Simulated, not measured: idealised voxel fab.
Name of the process module below: voxel spacer lines
Pictured: cross-section cut, 235 nm wide, on a grid of 5 nm square cells.
Format of a cross-section: grid, square cells. Given as bands. Order: top down. Band: one or more rows of cells.
The entry gives the band's vertical extent as a top height and a bottom height in nm, then its horizontal make-up as materials from left to right, each with a width in nm. "blank" stands for empty space; a single material marked "all across" fills the band edge to edge.
Height 0 is the level under which the wafer as received is all one material. The lowest band goes on downwards, as in "top 0, no bottom".
A width such as "30 to 40" changes by the same amount from each row of cells to the next, from the band's top row to its bottom row.
Where a step carries "everything unchanged", the cross-section came out of it unchanged, cell for cell.
Entrapped voids: empty space of 8 cells or more with no open way to the top, each as width x height at its distance from the left edge, in nm
On a step's line, text after the settings is the simulator commenting on that step.
overlay nm: where the mask lay relative to plan, measured to the right, on steps with a mask; negatives go left.
Below is the list of planned process steps
1 RECEIVE,material Si
2 CONFORMAL_DEP,material SiO2,thk nm 5
3 DIRECTIONAL_DEP,material TiN,thk nm 20
4 DIRECTIONAL_DEP,material aC,thk nm 20
5 PATTERN,tone cover,mask id MANDREL,material resist,width nm 15,pitch nm 60,thk nm 25,overlay nm 0
6 DIRECTIONAL_ETCH,etch materials aC,depth nm 20
7 STRIP,etch materials resist
8 CONFORMAL_DEP,material SiN,thk nm 15
9 DIRECTIONAL_ETCH,etch materials SiN,depth nm 15
10 STRIP,etch materials aC
11 DIRECTIONAL_ETCH,etch materials TiN,depth nm 20
12 STRIP,etch materials SiN
13 FILL_DEP,material SiO2,thk nm 5
14 CMP,height nm 25
As received, after step 1
* top 0, no bottom  Si all across
* Entrapped voids: none
Wafer cross-section at end of module: start and plan as shown above, one execution error
* top 25, bottom 5  SiO2: 60, TiN: 15, SiO2: 25, TiN: 15, SiO2: 5, TiN: 15, SiO2: 25, TiN: 15, SiO2: 60
* top 5, bottom 0  SiO2 all across
* top 0, no bottom  Si all across
* Entrapped voids: none
The plan and the run diverged here: heads up, step 5 didn't go per plan, it actually ran as PATTERN,tone cover,mask id MANDREL,material resist,width nm 25,pitch nm 60,thk nm 25,overlay nm 0
